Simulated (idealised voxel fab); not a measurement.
Name of the process module below: voxel ribs on slabs
Each square cell in cross-section cut measures 5 nm, and the section as a whole is 265 nm wide.
Bands, listed from the top down, are how a cross-section gets written in this document; the cross-section itself is a grid of square cells, and a band is one or more rows of them.
Per band: top height and bottom height in nm, followed by the left-to-right materials and their widths in nm; "throughout" marks a single material spanning edge to edge, "empty" marks empty space.
Below 0: as-received wafer, all one material; heights counted from there. Lowest band: no bottom, goes on down, written "0..down".
With a width like "30..40", each row of cells in the band differs from the next by the same amount, the top row carrying the first number and the bottom row the second.
Reading "left unchanged" for a step: not a cell of the cross-section changed in it.
Any empty space of 8 cells or more lacking an open way to the top shows up in "Closed empty spaces" as width x height at distance, distance from the left edge, in nm.
Where a step's line continues beyond its settings, the continuation is a remark by the simulator itself on that step.
A step's line can hold "overlay nm"; with a mask on that step, the setting says how far right of the planned place the mask lay, while a negative setting says it lay to the left.
The following list gives the planned process steps:
1,RECEIVE (material Si)
2,DIRECTIONAL_DEP (material SiO2; thk nm 30)
3,DIRECTIONAL_DEP (material polySi; thk nm 20)
4,PATTERN (tone cover; mask id RIB; material resist; width nm 30; thk nm 15; overlay nm 0)
5,DIRECTIONAL_ETCH (etch materials polySi; depth nm 5)
6,STRIP (etch materials resist)
7,MASKED_ETCH (tone cover; mask id SLAB; width nm 60; etch materials polySi; depth nm 15; overlay nm 0)
8,FILL_DEP (material SiO2; thk nm 20)
9,CMP (height nm 60)
10,DIRECTIONAL_DEP (material TiN; thk nm 10)
11,PATTERN (tone cover; mask id HEATER; material resist; width nm 40; thk nm 15; overlay nm 0)
12,DIRECTIONAL_ETCH (etch materials TiN; depth nm 10)
13,STRIP (etch materials resist)
14,CONFORMAL_DEP (material SiN; thk nm 10)
Shown in cross-section is the wafer as received, that is, as it stands after step 1:
    0..down = Si throughout
    Closed empty spaces: none
Same starting wafer, same plan as above, one mistake in the execution; this is the cross-section at the end of the module:
    80..70 = 100 of empty, then 60 of SiN, then 105 of empty
    70..60 = 110 of SiN, then 40 of TiN, then 115 of SiN
    60..45 = SiO2 throughout
    45..40 = 115 of SiO2, then 30 of polySi, then 120 of SiO2
    40..30 = 100 of SiO2, then 60 of polySi, then 105 of SiO2
    30..0 = SiO2 throughout
    0..down = Si throughout
    Closed empty spaces: none
Which mistake was made when the wafer was run? step 3 deviated from plan and actually ran as DIRECTIONAL_DEP (material polySi; thk nm 15)
